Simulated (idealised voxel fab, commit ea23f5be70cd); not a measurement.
This section sets out a process module, namely voxel capacitor over wiring.
The cross-section on display is named cut; it measures 210 nm wide, and its cells are 5 nm squares.
The cross-sections in this document take the form of a grid made of square cells. They are written out as bands, in order from top to bottom. Each band consists of one or more rows of cells.
Within each band entry, the heights of the top and of the bottom of the band appear first, in that order and in nm; the materials of the band then follow from left to right, each with its corresponding width in nm. The designation "throughout" on a single material indicates that it fills the band from edge to edge; the designation "blank" indicates empty space.
Measure heights from 0. That's the level where, below it, the as-received wafer is all one material. The lowest band is bottomless and extends downward; write it as in "0 down".
The expression "30..40" gives the width at the extremes of the band, the first number at its top row of cells and the second at its bottom row, with the width changing by equal amounts from each row to the next in between.
A step reported as "no alteration" is a step in which no cell of the cross-section changed.
"Sealed void list": empty spaces of 8 cells or more with no open way to the top, each given as width x height at distance, distance from the left edge, all in nm.
The remark found on a step's line after its settings is issued by the simulator itself and pertains to that step.
Steps that use a mask can have "overlay nm" on their line. It says how far the mask sat to the right of where it was meant to be. Negative means to the left.

Process steps - plan
1) RECEIVE, material Si
2) CONFORMAL_DEP, material SiO2, thk nm 10
3) CONFORMAL_DEP, material SiCN, thk nm 5
4) DIRECTIONAL_DEP, material SiO2, thk nm 15
5) PATTERN, tone open, mask id METAL_1, material resist, width nm 30, pitch nm 95, thk nm 20, overlay nm 0
6) DIRECTIONAL_ETCH, etch materials SiO2, depth nm 15
7) DIRECTIONAL_ETCH, etch materials SiCN, depth nm 5
8) STRIP, etch materials resist
9) CONFORMAL_DEP, material TiN, thk nm 5
10) FILL_DEP, material Cu, thk nm 5
11) CMP, height nm 30
12) CONFORMAL_DEP, material SiCN, thk nm 5
13) DIRECTIONAL_DEP, material lowk, thk nm 20
14) PATTERN, tone open, mask id PLUG_1, material resist, width nm 15, thk nm 15, overlay nm 0
15) DIRECTIONAL_ETCH, etch materials lowk, depth nm 20
16) DIRECTIONAL_ETCH, etch materials SiCN, depth nm 5
17) STRIP, etch materials resist
18) EPI, material Ru, thk nm 10
19) EPI, material Ru, thk nm 10
20) EPI, material Ru, thk nm 5
21) DIRECTIONAL_DEP, material TiN, thk nm 5
22) DIRECTIONAL_DEP, material HfO2, thk nm 5
23) DIRECTIONAL_DEP, material TiN, thk nm 5
24) MASKED_ETCH, tone cover, mask id UPPER_PLATE, width nm 70, etch materials TiN, depth nm 5, overlay nm 0
25) MASKED_ETCH, tone cover, mask id UPPER_PLATE, width nm 70, etch materials HfO2, depth nm 5, overlay nm 0
26) MASKED_ETCH, tone cover, mask id LOWER_PLATE, width nm 80, etch materials TiN, depth nm 5, overlay nm 0
27) FILL_DEP, material SiO2, thk nm 15
28) CMP, height nm 80
29) DIRECTIONAL_DEP, material aC, thk nm 15
30) PATTERN, tone open, mask id PLUG_2, material resist, width nm 15, thk nm 30, overlay nm 0
31) DIRECTIONAL_ETCH, etch materials aC, depth nm 15
32) STRIP, etch materials resist
33) DIRECTIONAL_ETCH, etch materials SiO2, depth nm 10
34) STRIP, etch materials aC
35) CONFORMAL_DEP, material TiN, thk nm 5
36) FILL_DEP, material W, thk nm 5
37) CMP, height nm 80
38) CONFORMAL_DEP, material SiN, thk nm 5

The first of the two wafers, which ran as planned

Cross-section: wafer on arrival = after step 1
  0 down: Si throughout
  Sealed void list: none

Cross-section: wafer state after step 2
  10 to 0: SiO2 throughout
  Rest of section, below 0: as before.

Cross-section: wafer state after step 3
  15 to 10: SiCN throughout
  Rest of section, below 10: as before.

Cross-section: wafer state after step 4
  30 to 15: SiO2 throughout
  Rest of section, below 15: as before.

Cross-section: wafer state after step 5
  50 to 30: resist 40 nm | blank 30 nm | resist 65 nm | blank 30 nm | resist 45 nm
  Rest of section, below 30: as before.

Cross-section: wafer state after step 6
  50 to 30: resist 40 nm | blank 30 nm | resist 65 nm | blank 30 nm | resist 45 nm
  30 to 15: SiO2 40 nm | blank 30 nm | SiO2 65 nm | blank 30 nm | SiO2 45 nm
  Rest of section, below 15: as before.

Cross-section: wafer state after step 7
  50 to 30: resist 40 nm | blank 30 nm | resist 65 nm | blank 30 nm | resist 45 nm
  30 to 15: SiO2 40 nm | blank 30 nm | SiO2 65 nm | blank 30 nm | SiO2 45 nm
  15 to 10: SiCN 40 nm | blank 30 nm | SiCN 65 nm | blank 30 nm | SiCN 45 nm
  Rest of section, below 10: as before.

Cross-section: wafer state after step 8
  30 to 15: SiO2 40 nm | blank 30 nm | SiO2 65 nm | blank 30 nm | SiO2 45 nm
  Rest of section, below 15: as before.

Cross-section: wafer state after step 9
  35 to 30: TiN 45 nm | blank 20 nm | TiN 75 nm | blank 20 nm | TiN 50 nm
  30 to 15: SiO2 40 nm | TiN 5 nm | blank 20 nm | TiN 5 nm | SiO2 65 nm | TiN 5 nm | blank 20 nm | TiN 5 nm | SiO2 45 nm
  15 to 10: SiCN 40 nm | TiN 30 nm | SiCN 65 nm | TiN 30 nm | SiCN 45 nm
  Rest of section, below 10: as before.

Cross-section: wafer state after step 10
  40 to 35: Cu throughout
  35 to 30: TiN 45 nm | Cu 20 nm | TiN 75 nm | Cu 20 nm | TiN 50 nm
  30 to 15: SiO2 40 nm | TiN 5 nm | Cu 20 nm | TiN 5 nm | SiO2 65 nm | TiN 5 nm | Cu 20 nm | TiN 5 nm | SiO2 45 nm
  Rest of section, below 15: as before.

Cross-section: wafer state after step 11
  30 to 15: SiO2 40 nm | TiN 5 nm | Cu 20 nm | TiN 5 nm | SiO2 65 nm | TiN 5 nm | Cu 20 nm | TiN 5 nm | SiO2 45 nm
  Rest of section, below 15: as before.

Cross-section: wafer state after step 12
  35 to 30: SiCN throughout
  Rest of section, below 30: as before.

Cross-section: wafer state after step 13
  55 to 35: lowk throughout
  Rest of section, below 35: as before.

Cross-section: wafer state after step 14
  70 to 55: resist 55 nm | blank 15 nm | resist 140 nm
  Rest of section, below 55: as before.

Cross-section: wafer state after step 15
  70 to 55: resist 55 nm | blank 15 nm | resist 140 nm
  55 to 35: lowk 55 nm | blank 15 nm | lowk 140 nm
  Rest of section, below 35: as before.

Cross-section: wafer state after step 16
  70 to 55: resist 55 nm | blank 15 nm | resist 140 nm
  55 to 35: lowk 55 nm | blank 15 nm | lowk 140 nm
  35 to 30: SiCN 55 nm | blank 15 nm | SiCN 140 nm
  Rest of section, below 30: as before.

Cross-section: wafer state after step 17
  55 to 35: lowk 55 nm | blank 15 nm | lowk 140 nm
  Rest of section, below 35: as before.

Cross-section: wafer state after step 18
  55 to 40: lowk 55 nm | blank 15 nm | lowk 140 nm
  40 to 35: lowk 55 nm | Ru 15 nm | lowk 140 nm
  35 to 30: SiCN 55 nm | Ru 15 nm | SiCN 140 nm
  Rest of section, below 30: as before.

Cross-section: wafer state after step 19
  55 to 50: lowk 55 nm | blank 15 nm | lowk 140 nm
  50 to 35: lowk 55 nm | Ru 15 nm | lowk 140 nm
  Rest of section, below 35: as before.

Cross-section: wafer state after step 20
  55 to 35: lowk 55 nm | Ru 15 nm | lowk 140 nm
  Rest of section, below 35: as before.

Cross-section: wafer state after step 21
  60 to 55: TiN throughout
  Rest of section, below 55: as before.

Cross-section: wafer state after step 22
  65 to 60: HfO2 throughout
  Rest of section, below 60: as before.

Cross-section: wafer state after step 23
  70 to 65: TiN throughout
  Rest of section, below 65: as before.

Cross-section: wafer state after step 24
  70 to 65: blank 55 nm | TiN 70 nm | blank 85 nm
  Rest of section, below 65: as before.

Cross-section: wafer state after step 25
  70 to 65: blank 55 nm | TiN 70 nm | blank 85 nm
  65 to 60: blank 55 nm | HfO2 70 nm | blank 85 nm
  Rest of section, below 60: as before.

Cross-section: wafer state after step 26
  70 to 65: blank 55 nm | TiN 70 nm | blank 85 nm
  65 to 60: blank 55 nm | HfO2 70 nm | blank 85 nm
  60 to 55: blank 50 nm | TiN 80 nm | blank 80 nm
  Rest of section, below 55: as before.

Cross-section: wafer state after step 27
  85 to 70: SiO2 throughout
  70 to 65: SiO2 55 nm | TiN 70 nm | SiO2 85 nm
  65 to 60: SiO2 55 nm | HfO2 70 nm | SiO2 85 nm
  60 to 55: SiO2 50 nm | TiN 80 nm | SiO2 80 nm
  Rest of section, below 55: as before.

Cross-section: wafer state after step 28
  80 to 70: SiO2 throughout
  Rest of section, below 70: as before.

Cross-section: wafer state after step 29
  95 to 80: aC throughout
  Rest of section, below 80: as before.

Cross-section: wafer state after step 30
  125 to 95: resist 65 nm | blank 15 nm | resist 130 nm
  Rest of section, below 95: as before.

Cross-section: wafer state after step 31
  110 to 95: resist 65 nm | blank 15 nm | resist 130 nm
  95 to 80: aC 65 nm | blank 15 nm | aC 130 nm
  Rest of section, below 80: as before.

Cross-section: wafer state after step 32
  95 to 80: aC 65 nm | blank 15 nm | aC 130 nm
  Rest of section, below 80: as before.

Cross-section: wafer state after step 33
  95 to 80: aC 65 nm | blank 15 nm | aC 130 nm
  80 to 70: SiO2 65 nm | blank 15 nm | SiO2 130 nm
  Rest of section, below 70: as before.

Cross-section: wafer state after step 34
  80 to 70: SiO2 65 nm | blank 15 nm | SiO2 130 nm
  Rest of section, below 70: as before.

Cross-section: wafer state after step 35
  85 to 80: TiN 70 nm | blank 5 nm | TiN 135 nm
  80 to 75: SiO2 65 nm | TiN 5 nm | blank 5 nm | TiN 5 nm | SiO2 130 nm
  75 to 65: SiO2 65..55 nm | TiN 15..70 nm | SiO2 130..85 nm
  Rest of section, below 65: as before.

Cross-section: wafer state after step 36
  90 to 85: W throughout
  85 to 80: TiN 70 nm | W 5 nm | TiN 135 nm
  80 to 75: SiO2 65 nm | TiN 5 nm | W 5 nm | TiN 5 nm | SiO2 130 nm
  Rest of section, below 75: as before.

Cross-section: wafer state after step 37
  80 to 75: SiO2 65 nm | TiN 5 nm | W 5 nm | TiN 5 nm | SiO2 130 nm
  Rest of section, below 75: as before.

Cross-section: wafer state after step 38
  85 to 80: SiN throughout
  Rest of section, below 80: as before.

Notes, second wafer: start = first wafer's, plan = first wafer's, execution had one mistake; history identical to first through step 4

The second wafer in cross-section, at the planned close of step 5
  50 to 30: blank 40 nm | resist 30 nm | blank 65 nm | resist 30 nm | blank 45 nm
  Rest of section, below 30: as before.

The second wafer in cross-section, at the planned close of step 6
  50 to 30: blank 40 nm | resist 30 nm | blank 65 nm | resist 30 nm | blank 45 nm
  30 to 15: blank 40 nm | SiO2 30 nm | blank 65 nm | SiO2 30 nm | blank 45 nm
  Rest of section, below 15: as before.

The second wafer in cross-section, at the planned close of step 7
  50 to 30: blank 40 nm | resist 30 nm | blank 65 nm | resist 30 nm | blank 45 nm
  30 to 15: blank 40 nm | SiO2 30 nm | blank 65 nm | SiO2 30 nm | blank 45 nm
  15 to 10: blank 40 nm | SiCN 30 nm | blank 65 nm | SiCN 30 nm | blank 45 nm
  Rest of section, below 10: as before.

The second wafer in cross-section, at the planned close of step 8
  30 to 15: blank 40 nm | SiO2 30 nm | blank 65 nm | SiO2 30 nm | blank 45 nm
  Rest of section, below 15: as before.

The second wafer in cross-section, at the planned close of step 9
  35 to 30: blank 35 nm | TiN 40 nm | blank 55 nm | TiN 40 nm | blank 40 nm
  30 to 15: blank 35 nm | TiN 5 nm | SiO2 30 nm | TiN 5 nm | blank 55 nm | TiN 5 nm | SiO2 30 nm | TiN 5 nm | blank 40 nm
  15 to 10: TiN 40 nm | SiCN 30 nm | TiN 65 nm | SiCN 30 nm | TiN 45 nm
  Rest of section, below 10: as before.

The second wafer in cross-section, at the planned close of step 10
  40 to 35: Cu throughout
  35 to 30: Cu 35 nm | TiN 40 nm | Cu 55 nm | TiN 40 nm | Cu 40 nm
  30 to 15: Cu 35 nm | TiN 5 nm | SiO2 30 nm | TiN 5 nm | Cu 55 nm | TiN 5 nm | SiO2 30 nm | TiN 5 nm | Cu 40 nm
  Rest of section, below 15: as before.

The second wafer in cross-section, at the planned close of step 11
  30 to 15: Cu 35 nm | TiN 5 nm | SiO2 30 nm | TiN 5 nm | Cu 55 nm | TiN 5 nm | SiO2 30 nm | TiN 5 nm | Cu 40 nm
  Rest of section, below 15: as before.

The second wafer in cross-section, at the planned close of step 12
  35 to 30: SiCN throughout
  Rest of section, below 30: as before.

The second wafer in cross-section, at the planned close of step 13
  55 to 35: lowk throughout
  Rest of section, below 35: as before.

The second wafer in cross-section, at the planned close of step 14
  70 to 55: resist 55 nm | blank 15 nm | resist 140 nm
  Rest of section, below 55: as before.

The second wafer in cross-section, at the planned close of step 15
  70 to 55: resist 55 nm | blank 15 nm | resist 140 nm
  55 to 35: lowk 55 nm | blank 15 nm | lowk 140 nm
  Rest of section, below 35: as before.

The second wafer in cross-section, at the planned close of step 16
  70 to 55: resist 55 nm | blank 15 nm | resist 140 nm
  55 to 35: lowk 55 nm | blank 15 nm | lowk 140 nm
  35 to 30: SiCN 55 nm | blank 15 nm | SiCN 140 nm
  Rest of section, below 30: as before.

The second wafer in cross-section, at the planned close of step 17
  55 to 35: lowk 55 nm | blank 15 nm | lowk 140 nm
  Rest of section, below 35: as before.

The second wafer in cross-section, at the planned close of step 18: no alteration

The second wafer in cross-section, at the planned close of step 19: no alteration

The second wafer in cross-section, at the planned close of step 20: no alteration

The second wafer in cross-section, at the planned close of step 21
  60 to 55: TiN 55 nm | blank 15 nm | TiN 140 nm
  55 to 35: lowk 55 nm | blank 15 nm | lowk 140 nm
  35 to 30: SiCN 55 nm | TiN 15 nm | SiCN 140 nm
  Rest of section, below 30: as before.

The second wafer in cross-section, at the planned close of step 22
  65 to 60: HfO2 55 nm | blank 15 nm | HfO2 140 nm
  60 to 55: TiN 55 nm | blank 15 nm | TiN 140 nm
  55 to 40: lowk 55 nm | blank 15 nm | lowk 140 nm
  40 to 35: lowk 55 nm | HfO2 15 nm | lowk 140 nm
  Rest of section, below 35: as before.

The second wafer in cross-section, at the planned close of step 23
  70 to 65: TiN 55 nm | blank 15 nm | TiN 140 nm
  65 to 60: HfO2 55 nm | blank 15 nm | HfO2 140 nm
  60 to 55: TiN 55 nm | blank 15 nm | TiN 140 nm
  55 to 45: lowk 55 nm | blank 15 nm | lowk 140 nm
  45 to 40: lowk 55 nm | TiN 15 nm | lowk 140 nm
  Rest of section, below 40: as before.

The second wafer in cross-section, at the planned close of step 24
  70 to 65: blank 70 nm | TiN 55 nm | blank 85 nm
  Rest of section, below 65: as before.

The second wafer in cross-section, at the planned close of step 25
  70 to 65: blank 70 nm | TiN 55 nm | blank 85 nm
  65 to 60: blank 70 nm | HfO2 55 nm | blank 85 nm
  Rest of section, below 60: as before.

The second wafer in cross-section, at the planned close of step 26
  70 to 65: blank 70 nm | TiN 55 nm | blank 85 nm
  65 to 60: blank 70 nm | HfO2 55 nm | blank 85 nm
  60 to 55: blank 50 nm | TiN 5 nm | blank 15 nm | TiN 60 nm | blank 80 nm
  Rest of section, below 55: as before.

The second wafer in cross-section, at the planned close of step 27
  85 to 70: SiO2 throughout
  70 to 65: SiO2 70 nm | TiN 55 nm | SiO2 85 nm
  65 to 60: SiO2 70 nm | HfO2 55 nm | SiO2 85 nm
  60 to 55: SiO2 50 nm | TiN 5 nm | SiO2 15 nm | TiN 60 nm | SiO2 80 nm
  55 to 45: lowk 55 nm | SiO2 15 nm | lowk 140 nm
  Rest of section, below 45: as before.

The second wafer in cross-section, at the planned close of step 28
  80 to 70: SiO2 throughout
  Rest of section, below 70: as before.

The second wafer in cross-section, at the planned close of step 29
  95 to 80: aC throughout
  Rest of section, below 80: as before.

The second wafer in cross-section, at the planned close of step 30
  125 to 95: resist 65 nm | blank 15 nm | resist 130 nm
  Rest of section, below 95: as before.

The second wafer in cross-section, at the planned close of step 31
  110 to 95: resist 65 nm | blank 15 nm | resist 130 nm
  95 to 80: aC 65 nm | blank 15 nm | aC 130 nm
  Rest of section, below 80: as before.

The second wafer in cross-section, at the planned close of step 32
  95 to 80: aC 65 nm | blank 15 nm | aC 130 nm
  Rest of section, below 80: as before.

The second wafer in cross-section, at the planned close of step 33
  95 to 80: aC 65 nm | blank 15 nm | aC 130 nm
  80 to 70: SiO2 65 nm | blank 15 nm | SiO2 130 nm
  Rest of section, below 70: as before.

The second wafer in cross-section, at the planned close of step 34
  80 to 70: SiO2 65 nm | blank 15 nm | SiO2 130 nm
  Rest of section, below 70: as before.

The second wafer in cross-section, at the planned close of step 35
  85 to 80: TiN 70 nm | blank 5 nm | TiN 135 nm
  80 to 75: SiO2 65 nm | TiN 5 nm | blank 5 nm | TiN 5 nm | SiO2 130 nm
  75 to 65: SiO2 65..70 nm | TiN 15..55 nm | SiO2 130..85 nm
  Rest of section, below 65: as before.

The second wafer in cross-section, at the planned close of step 36
  90 to 85: W throughout
  85 to 80: TiN 70 nm | W 5 nm | TiN 135 nm
  80 to 75: SiO2 65 nm | TiN 5 nm | W 5 nm | TiN 5 nm | SiO2 130 nm
  Rest of section, below 75: as before.

The second wafer in cross-section, at the planned close of step 37
  80 to 75: SiO2 65 nm | TiN 5 nm | W 5 nm | TiN 5 nm | SiO2 130 nm
  Rest of section, below 75: as before.

The second wafer in cross-section, at the planned close of step 38
  85 to 80: SiN throughout
  Rest of section, below 80: as before.
Where did the run depart from the plan? planned and actual differ for step 5; actual: PATTERN, tone cover, mask id METAL_1, material resist, width nm 30, pitch nm 95, thk nm 20, overlay nm 0
Final comparison by cell count, materials where the second wafer has more or fewer than the first: +54 Cu | -15 Ru | -18 SiCN | -39 SiO2 | +18 TiN
